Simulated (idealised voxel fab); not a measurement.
The document below concerns the process module designated voxel self aligned contacts.
cross-section cut | 210 nm wide | cells 5 nm
Each cross-section below is a grid of square cells, stated as bands in top-down order, with one or more rows of cells making up each band.
It is stipulated that each band's entry specify, in nanometres, the height of the top of the band and then that of its bottom, followed by the materials of the band in left-to-right sequence, each together with its width in nanometres. A single material marked by the word "everywhere" is understood to fill the band from edge to edge; the word "empty" is understood to denote empty space.
It should be noted that heights are counted from 0, beneath which the wafer as supplied is of one material throughout, and that the lowest band possesses no lower boundary but continues downward, as written in "0 nm and below".
So if you see something like "30..40" for the width, read it as the top row of the band sitting at the first number and the bottom row at the second, with every row in between moving by the same amount as the last.
"same as before", as given for a step, is the statement that not any cell of the cross-section underwent a change during that step.
"Cavities, closed": sealed empty spaces, 8 cells or more, no open way to top, listed width x height at distance, with distance from the left edge and width, height and distance in nm.
Past the settings on a step's line: simulator remark, on that step.
On any step carrying a mask, the "overlay nm" setting, if present on the step's line, tells how far right of its planned place the mask lay; negative values point to the left.
List of planned process steps:
step 1: RECEIVE: material Si
step 2: OXIDIZE: depth nm 5
step 3: DIRECTIONAL_DEP: material polySi, thk nm 30
step 4: DIRECTIONAL_DEP: material SiN, thk nm 20
step 5: MASKED_ETCH: tone cover, mask id GATE, width nm 25, pitch nm 60, etch materials SiN, depth nm 20, overlay nm 0
step 6: MASKED_ETCH: tone cover, mask id GATE, width nm 25, pitch nm 60, etch materials polySi, depth nm 30, overlay nm 0
step 7: CONFORMAL_DEP: material SiN, thk nm 10
step 8: DIRECTIONAL_ETCH: etch materials SiN, depth nm 10
step 9: FILL_DEP: material SiO2, thk nm 15
step 10: CMP: height nm 60
step 11: MASKED_ETCH: tone open, mask id CONTACT, width nm 45, etch materials SiO2, depth nm 65, overlay nm 0
step 12: CONFORMAL_DEP: material TiN, thk nm 5
step 13: FILL_DEP: material W, thk nm 10
step 14: CMP: height nm 60
step 15: CONFORMAL_DEP: material SiN, thk nm 5
First wafer, two in total, run as planned:
Cross-section of the wafer upon arrival, representing the state reached after step 1:
0 nm and below | Si everywhere
Cavities, closed: none
Take a look at the wafer's cross-section after step 2:
0 nm to -5 nm | SiO2 everywhere
Rest of section, below -5: as before.
Take a look at the wafer's cross-section after step 3:
30 nm to 0 nm | polySi everywhere
Rest of section, below 0: as before.
Take a look at the wafer's cross-section after step 4:
50 nm to 30 nm | SiN everywhere
Rest of section, below 30: as before.
Take a look at the wafer's cross-section after step 5:
50 nm to 30 nm | empty 60 nm  SiN 25 nm  empty 35 nm  SiN 25 nm  empty 65 nm
Rest of section, below 30: as before.
Take a look at the wafer's cross-section after step 6:
50 nm to 30 nm | empty 60 nm  SiN 25 nm  empty 35 nm  SiN 25 nm  empty 65 nm
30 nm to 0 nm | empty 60 nm  polySi 25 nm  empty 35 nm  polySi 25 nm  empty 65 nm
Rest of section, below 0: as before.
Take a look at the wafer's cross-section after step 7:
60 nm to 30 nm | empty 50 nm  SiN 45 nm  empty 15 nm  SiN 45 nm  empty 55 nm
30 nm to 10 nm | empty 50 nm  SiN 10 nm  polySi 25 nm  SiN 10 nm  empty 15 nm  SiN 10 nm  polySi 25 nm  SiN 10 nm  empty 55 nm
10 nm to 0 nm | SiN 60 nm  polySi 25 nm  SiN 35 nm  polySi 25 nm  SiN 65 nm
Rest of section, below 0: as before.
Take a look at the wafer's cross-section after step 8:
50 nm to 30 nm | empty 50 nm  SiN 45 nm  empty 15 nm  SiN 45 nm  empty 55 nm
30 nm to 0 nm | empty 50 nm  SiN 10 nm  polySi 25 nm  SiN 10 nm  empty 15 nm  SiN 10 nm  polySi 25 nm  SiN 10 nm  empty 55 nm
Rest of section, below 0: as before.
Take a look at the wafer's cross-section after step 9:
65 nm to 50 nm | SiO2 everywhere
50 nm to 30 nm | SiO2 50 nm  SiN 45 nm  SiO2 15 nm  SiN 45 nm  SiO2 55 nm
30 nm to 0 nm | SiO2 50 nm  SiN 10 nm  polySi 25 nm  SiN 10 nm  SiO2 15 nm  SiN 10 nm  polySi 25 nm  SiN 10 nm  SiO2 55 nm
Rest of section, below 0: as before.
Take a look at the wafer's cross-section after step 10:
60 nm to 50 nm | SiO2 everywhere
Rest of section, below 50: as before.
Take a look at the wafer's cross-section after step 11:
60 nm to 50 nm | SiO2 80 nm  empty 45 nm  SiO2 85 nm
50 nm to 30 nm | SiO2 50 nm  SiN 45 nm  empty 15 nm  SiN 45 nm  SiO2 55 nm
30 nm to 0 nm | SiO2 50 nm  SiN 10 nm  polySi 25 nm  SiN 10 nm  empty 15 nm  SiN 10 nm  polySi 25 nm  SiN 10 nm  SiO2 55 nm
0 nm to -5 nm | SiO2 95 nm  empty 15 nm  SiO2 100 nm
Rest of section, below -5: as before.
Take a look at the wafer's cross-section after step 12:
65 nm to 60 nm | TiN 85 nm  empty 35 nm  TiN 90 nm
60 nm to 50 nm | SiO2 80 nm  TiN 5..20 nm  empty 35..5 nm  TiN 5..20 nm  SiO2 85 nm
50 nm to 30 nm | SiO2 50 nm  SiN 45 nm  TiN 5 nm  empty 5 nm  TiN 5 nm  SiN 45 nm  SiO2 55 nm
30 nm to 0 nm | SiO2 50 nm  SiN 10 nm  polySi 25 nm  SiN 10 nm  TiN 5 nm  empty 5 nm  TiN 5 nm  SiN 10 nm  polySi 25 nm  SiN 10 nm  SiO2 55 nm
0 nm to -5 nm | SiO2 95 nm  TiN 15 nm  SiO2 100 nm
Rest of section, below -5: as before.
Take a look at the wafer's cross-section after step 13:
75 nm to 65 nm | W everywhere
65 nm to 60 nm | TiN 85 nm  W 35 nm  TiN 90 nm
60 nm to 50 nm | SiO2 80 nm  TiN 5..20 nm  W 35..5 nm  TiN 5..20 nm  SiO2 85 nm
50 nm to 30 nm | SiO2 50 nm  SiN 45 nm  TiN 5 nm  W 5 nm  TiN 5 nm  SiN 45 nm  SiO2 55 nm
30 nm to 0 nm | SiO2 50 nm  SiN 10 nm  polySi 25 nm  SiN 10 nm  TiN 5 nm  W 5 nm  TiN 5 nm  SiN 10 nm  polySi 25 nm  SiN 10 nm  SiO2 55 nm
Rest of section, below 0: as before.
Take a look at the wafer's cross-section after step 14:
60 nm to 50 nm | SiO2 80 nm  TiN 5..20 nm  W 35..5 nm  TiN 5..20 nm  SiO2 85 nm
Rest of section, below 50: as before.
Take a look at the wafer's cross-section after step 15:
65 nm to 60 nm | SiN everywhere
Rest of section, below 60: as before.
Second wafer: same start and same plan as the first, one execution error; identical to the first through step 10:
Second wafer shown in cross-section at the time step 11 was slated to end:
60 nm to 50 nm | SiO2 85 nm  empty 45 nm  SiO2 80 nm
50 nm to 30 nm | SiO2 50 nm  SiN 45 nm  empty 15 nm  SiN 45 nm  SiO2 55 nm
30 nm to 0 nm | SiO2 50 nm  SiN 10 nm  polySi 25 nm  SiN 10 nm  empty 15 nm  SiN 10 nm  polySi 25 nm  SiN 10 nm  SiO2 55 nm
0 nm to -5 nm | SiO2 95 nm  empty 15 nm  SiO2 100 nm
Rest of section, below -5: as before.
Second wafer shown in cross-section at the time step 12 was slated to end:
65 nm to 60 nm | TiN 90 nm  empty 35 nm  TiN 85 nm
60 nm to 50 nm | SiO2 85 nm  TiN 5..15 nm  empty 35..5 nm  TiN 5..25 nm  SiO2 80 nm
50 nm to 30 nm | SiO2 50 nm  SiN 45 nm  TiN 5 nm  empty 5 nm  TiN 5 nm  SiN 45 nm  SiO2 55 nm
30 nm to 0 nm | SiO2 50 nm  SiN 10 nm  polySi 25 nm  SiN 10 nm  TiN 5 nm  empty 5 nm  TiN 5 nm  SiN 10 nm  polySi 25 nm  SiN 10 nm  SiO2 55 nm
0 nm to -5 nm | SiO2 95 nm  TiN 15 nm  SiO2 100 nm
Rest of section, below -5: as before.
Second wafer shown in cross-section at the time step 13 was slated to end:
75 nm to 65 nm | W everywhere
65 nm to 60 nm | TiN 90 nm  W 35 nm  TiN 85 nm
60 nm to 50 nm | SiO2 85 nm  TiN 5..15 nm  W 35..5 nm  TiN 5..25 nm  SiO2 80 nm
50 nm to 30 nm | SiO2 50 nm  SiN 45 nm  TiN 5 nm  W 5 nm  TiN 5 nm  SiN 45 nm  SiO2 55 nm
30 nm to 0 nm | SiO2 50 nm  SiN 10 nm  polySi 25 nm  SiN 10 nm  TiN 5 nm  W 5 nm  TiN 5 nm  SiN 10 nm  polySi 25 nm  SiN 10 nm  SiO2 55 nm
Rest of section, below 0: as before.
Second wafer shown in cross-section at the time step 14 was slated to end:
60 nm to 50 nm | SiO2 85 nm  TiN 5..15 nm  W 35..5 nm  TiN 5..25 nm  SiO2 80 nm
Rest of section, below 50: as before.
Second wafer shown in cross-section at the time step 15 was slated to end:
65 nm to 60 nm | SiN everywhere
Rest of section, below 60: as before.
Which mistake was made when the wafer was run? step 11 was not run as planned; what actually ran was MASKED_ETCH: tone open, mask id CONTACT, width nm 45, etch materials SiO2, depth nm 65, overlay nm 5
If you tally the cells, the second wafer ends up with the same amount of every material as the first; it's all just sitting in different places.
